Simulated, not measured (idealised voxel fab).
Process module heading - voxel self aligned vias
The cross-section on display is named cut; it measures 170 nm wide, and its cells are 5 nm squares.
Cross-section, as written here: a square-cell grid given band by band from the top down, where a band holds one or more rows of cells. Quick guide to a band line: top height, bottom height (nm) up front; then every material left to right with its width in nm. Only one material and it's marked "edge to edge"? Then it fills the band edge to edge. And "air" just means empty space. The reference from which all heights are counted is 0, the level beneath which the as-received wafer is entirely one material; the lowest band, having no lower bound, proceeds downward and is written after the example "0 down". Top row gets the first number, bottom row gets the second, and each row in between changes by the same step: that is how a band width like "30..40" works. "stayed the same" after a step means that no cell of the cross-section changed. So "Closed void roster" is basically the list of trapped voids: any empty space of 8 cells or more that can't reach the top through an opening. They're written width x height at distance, the distance being from the left edge, and it's all nm. That trailing text on a step's line, after the settings, is the simulator's own remark on the step. A step line may carry the setting "overlay nm", which, for steps involving a mask, states the distance by which the mask lay to the right of its intended position; negative values denote displacement to the left.
## These are the steps we planned for the process
1. RECEIVE (material Si)
2. CONFORMAL_DEP (material SiO2; thk nm 10)
3. CONFORMAL_DEP (material SiCN; thk nm 5)
4. DIRECTIONAL_DEP (material lowk; thk nm 20)
5. MASKED_ETCH (tone open; mask id LINES; width nm 30; pitch nm 80; etch materials lowk; depth nm 20; overlay nm 0)
6. CONFORMAL_DEP (material TiN; thk nm 5)
7. FILL_DEP (material Ru; thk nm 10)
8. CMP (height nm 35)
9. SELECTIVE_ETCH (etch materials W Ru TiN; depth nm 5)
10. FILL_DEP (material SiN; thk nm 5)
11. CMP (height nm 35)
12. DIRECTIONAL_DEP (material lowk; thk nm 20)
13. DIRECTIONAL_DEP (material aC; thk nm 10)
14. PATTERN (tone open; mask id VIAS; material resist; width nm 50; thk nm 30; overlay nm 0)
15. DIRECTIONAL_ETCH (etch materials aC; depth nm 10)
16. STRIP (etch materials resist)
17. DIRECTIONAL_ETCH (etch materials lowk; depth nm 20)
18. DIRECTIONAL_ETCH (etch materials SiN; depth nm 5)
19. STRIP (etch materials aC)
20. CONFORMAL_DEP (material TiN; thk nm 5)
21. FILL_DEP (material Ru; thk nm 10)
22. CMP (height nm 55)
23. CONFORMAL_DEP (material SiCN; thk nm 5)
## As-received state of the wafer in cross-section, equivalent to post-step 1
0 down  Si edge to edge
Closed void roster: none
## First of two wafers: cross-section at end of module, run per plan
60 to 55  SiCN edge to edge
55 to 40  lowk=20, then TiN=5, then Ru=40, then TiN=5, then lowk=100
40 to 35  lowk=20, then TiN=15, then Ru=20, then TiN=15, then lowk=100
35 to 30  lowk=30, then TiN=30, then lowk=50, then SiN=30, then lowk=30
30 to 20  lowk=30, then TiN=5, then Ru=20, then TiN=5, then lowk=50, then TiN=5, then Ru=20, then TiN=5, then lowk=30
20 to 15  lowk=30, then TiN=30, then lowk=50, then TiN=30, then lowk=30
15 to 10  SiCN edge to edge
10 to 0  SiO2 edge to edge
0 down  Si edge to edge
Closed void roster: none
## End-of-module cross-section of the second wafer: identical starting point and process plan to the first, with one processing mistake
60 to 55  SiCN edge to edge
55 to 40  lowk=20, then TiN=5, then Ru=40, then TiN=5, then lowk=100
40 to 35  lowk=20, then TiN=50, then lowk=100
35 to 30  SiN=20, then TiN=15, then Ru=20, then TiN=15, then SiN=40, then TiN=5, then Ru=20, then TiN=5, then SiN=30
30 to 20  lowk=30, then TiN=5, then Ru=20, then TiN=5, then lowk=50, then TiN=5, then Ru=20, then TiN=5, then lowk=30
20 to 15  lowk=30, then TiN=30, then lowk=50, then TiN=30, then lowk=30
15 to 10  SiCN edge to edge
10 to 0  SiO2 edge to edge
0 down  Si edge to edge
Closed void roster: none
Plan not followed: step 9, actual vs plan mismatch, actual run SELECTIVE_ETCH (etch materials lowk; depth nm 5)
End check, counted in cells, second wafer has more or fewer of these materials than the first: +4 Ru; +12 SiN; +6 TiN; -22 lowk
